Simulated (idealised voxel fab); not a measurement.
process module | voxel transistor to metal
cross-section cut | 180 nm wide | cells 5 nm
A cross-section is a grid of square cells, given in bands from the top down. A band is one or more rows of cells.
Each band's line starts with the height of the band's top and of its bottom, in nm. Then come its materials from left to right, each with its width in nm. One material with "throughout" fills the band from edge to edge. "air" is empty space.
Height 0 is the level under which the wafer as received is all one material. The lowest band goes on downwards, as in "0 down".
A width such as "30 to 40" changes by the same amount from each row of cells to the next, from the band's top row to its bottom row.
"no change" after a step means that no cell of the cross-section changed.
closed voids: empty space of 8 cells or more with no open way to the top, each as width x height at its distance from the left edge, in nm
after a step's settings: what the simulator itself notes on the step
overlay nm, on a step with a mask: how far to the right of its planned place the mask lay; to the left if negative
plan
1 op RECEIVE | material Si
2 op OXIDIZE | depth nm 5
3 op CONFORMAL_DEP | material SiN | thk nm 15
4 op DIRECTIONAL_DEP | material aC | thk nm 10
5 op PATTERN | tone cover | mask id ACTIVE | material resist | width nm 100 | thk nm 25 | overlay nm 0
6 op DIRECTIONAL_ETCH | etch materials aC | depth nm 10
7 op STRIP | etch materials resist
8 op DIRECTIONAL_ETCH | etch materials SiN | depth nm 15
9 op DIRECTIONAL_ETCH | etch materials SiO2 | depth nm 5
10 op DIRECTIONAL_ETCH | etch materials Si | depth nm 30
11 op STRIP | etch materials aC
12 op FILL_DEP | material SiO2 | thk nm 5
13 op CMP | height nm 15
14 op SELECTIVE_ETCH | etch materials SiO2 | depth nm 15
15 op STRIP | etch materials SiN
16 op SELECTIVE_ETCH | etch materials SiO2 | depth nm 5
17 op OXIDIZE | depth nm 5
18 op DIRECTIONAL_DEP | material polySi | thk nm 30
19 op DIRECTIONAL_DEP | material SiCN | thk nm 15
20 op PATTERN | tone cover | mask id GATE | material resist | width nm 20 | thk nm 20 | overlay nm 0
21 op DIRECTIONAL_ETCH | etch materials SiCN | depth nm 25
22 op DIRECTIONAL_ETCH | etch materials polySi | depth nm 40
23 op STRIP | etch materials resist
24 op CONFORMAL_DEP | material SiO2 | thk nm 5
25 op DIRECTIONAL_ETCH | etch materials SiO2 | depth nm 5
26 op CONFORMAL_DEP | material SiN | thk nm 10
27 op DIRECTIONAL_ETCH | etch materials SiN | depth nm 10
28 op DIRECTIONAL_ETCH | etch materials SiO2 | depth nm 5
29 op EPI | material SiGe | thk nm 5
30 op FILL_DEP | material SiO2 | thk nm 10
31 op CMP | height nm 40
32 op DIRECTIONAL_DEP | material SiO2 | thk nm 15
33 op MASKED_ETCH | tone open | mask id CONTACT | width nm 30 | pitch nm 60 | etch materials SiO2 | depth nm 60 | overlay nm 0
34 op CONFORMAL_DEP | material TiN | thk nm 5
35 op FILL_DEP | material W | thk nm 10
36 op CMP | height nm 55
37 op CONFORMAL_DEP | material SiCN | thk nm 5
38 op DIRECTIONAL_DEP | material lowk | thk nm 20
39 op MASKED_ETCH | tone open | mask id METAL_1 | width nm 15 | pitch nm 75 | etch materials lowk | depth nm 20 | overlay nm 0
40 op MASKED_ETCH | tone open | mask id METAL_1 | width nm 15 | pitch nm 75 | etch materials SiCN | depth nm 5 | overlay nm 0
41 op CONFORMAL_DEP | material TiN | thk nm 5
42 op FILL_DEP | material Cu | thk nm 5
43 op CMP | height nm 80
44 op EPI | material Ru | thk nm 5
45 op FILL_DEP | material SiCN | thk nm 5
46 op DIRECTIONAL_DEP | material lowk | thk nm 30
47 op MASKED_ETCH | tone open | mask id METAL_2 | width nm 15 | pitch nm 75 | etch materials lowk | depth nm 15 | overlay nm 0
48 op PATTERN | tone open | mask id METAL_2_HOLES | material resist | width nm 15 | pitch nm 75 | thk nm 20 | overlay nm 0
49 op DIRECTIONAL_ETCH | etch materials lowk | depth nm 15
50 op DIRECTIONAL_ETCH | etch materials SiCN | depth nm 5
51 op STRIP | etch materials resist
52 op CONFORMAL_DEP | material TiN | thk nm 5
53 op FILL_DEP | material Cu | thk nm 10
54 op CMP | height nm 120
55 op CONFORMAL_DEP | material SiCN | thk nm 5
as received, after step 1
  0 down: Si throughout
  closed voids: none
first wafer at the end, as planned
  125 to 120: SiCN throughout
  120 to 90: lowk 45 | TiN 5 | Cu 5 | TiN 5 | lowk 60 | TiN 5 | Cu 5 | TiN 5 | lowk 45
  90 to 85: SiCN 45 | TiN 15 | SiCN 60 | TiN 15 | SiCN 45
  85 to 80: SiCN 40 | Ru 25 | SiCN 50 | Ru 25 | SiCN 40
  80 to 60: lowk 45 | TiN 5 | Cu 5 | TiN 5 | lowk 60 | TiN 5 | Cu 5 | TiN 5 | lowk 45
  60 to 55: SiCN 45 | TiN 15 | SiCN 60 | TiN 15 | SiCN 45
  55 to 45: SiO2 45 | TiN 5 | W 20 | TiN 5 | SiO2 30 | TiN 5 | W 20 | TiN 5 | SiO2 45
  45 to 40: SiO2 45 | TiN 5 | W 10 | TiN 15 | SiO2 30 | TiN 15 | W 10 | TiN 5 | SiO2 45
  40 to 25: SiO2 45 | TiN 5 | W 10 | TiN 5 | SiN 10 | SiO2 5 | SiCN 20 | SiO2 5 | SiN 10 | TiN 5 | W 10 | TiN 5 | SiO2 45
  25 to 0: SiO2 45 | TiN 5 | W 10 | TiN 5 | SiN 10 | SiO2 5 | polySi 20 | SiO2 5 | SiN 10 | TiN 5 | W 10 | TiN 5 | SiO2 45
  0 to -5: SiO2 45 | TiN 20 | SiN 10 | SiO2 5 | polySi 20 | SiO2 5 | SiN 10 | TiN 20 | SiO2 45
  -5 to -10: SiO2 35 | SiGe 30 | SiO2 50 | SiGe 30 | SiO2 35
  -10 to -35: SiO2 40 | Si 100 | SiO2 40
  -35 down: Si throughout
  closed voids: none
second wafer at the end: like start, like plan, one mistake
  125 to 120: SiCN throughout
  120 to 90: lowk 45 | TiN 5 | Cu 5 | TiN 5 | lowk 60 | TiN 5 | Cu 5 | TiN 5 | lowk 45
  90 to 85: SiCN 45 | TiN 15 | SiCN 60 | TiN 15 | SiCN 45
  85 to 80: SiCN 40 | Ru 25 | SiCN 50 | Ru 25 | SiCN 40
  80 to 60: lowk 45 | TiN 5 | Cu 5 | TiN 5 | lowk 60 | TiN 5 | Cu 5 | TiN 5 | lowk 45
  60 to 55: SiCN 45 | TiN 15 | SiCN 60 | TiN 15 | SiCN 45
  55 to 45: SiO2 45 | TiN 5 | W 20 | TiN 5 | SiO2 30 | TiN 5 | W 20 | TiN 5 | SiO2 45
  45 to 40: SiO2 45 | TiN 5 | W 10 | TiN 15 | SiO2 30 | TiN 15 | W 10 | TiN 5 | SiO2 45
  40 to 25: SiO2 45 | TiN 5 | W 10 | TiN 5 | SiN 10 | SiO2 5 | SiCN 20 | SiO2 5 | SiN 10 | TiN 5 | W 10 | TiN 5 | SiO2 45
  25 to 0: SiO2 45 | TiN 5 | W 10 | TiN 5 | SiN 10 | SiO2 5 | polySi 20 | SiO2 5 | SiN 10 | TiN 5 | W 10 | TiN 5 | SiO2 45
  0 to -5: SiO2 45 | TiN 20 | SiN 10 | SiO2 5 | polySi 20 | SiO2 5 | SiN 10 | TiN 20 | SiO2 45
  -5 to -10: SiO2 45 | SiGe 20 | SiO2 50 | SiGe 40 | SiO2 25
  -10 to -35: SiO2 50 | Si 100 | SiO2 30
  -35 down: Si throughout
  closed voids: none
what went wrong: step 5 ran as: op PATTERN | tone cover | mask id ACTIVE | material resist | width nm 100 | thk nm 25 | overlay nm 10
at the end the second wafer has, in cells: as many of each material as the first, in other places
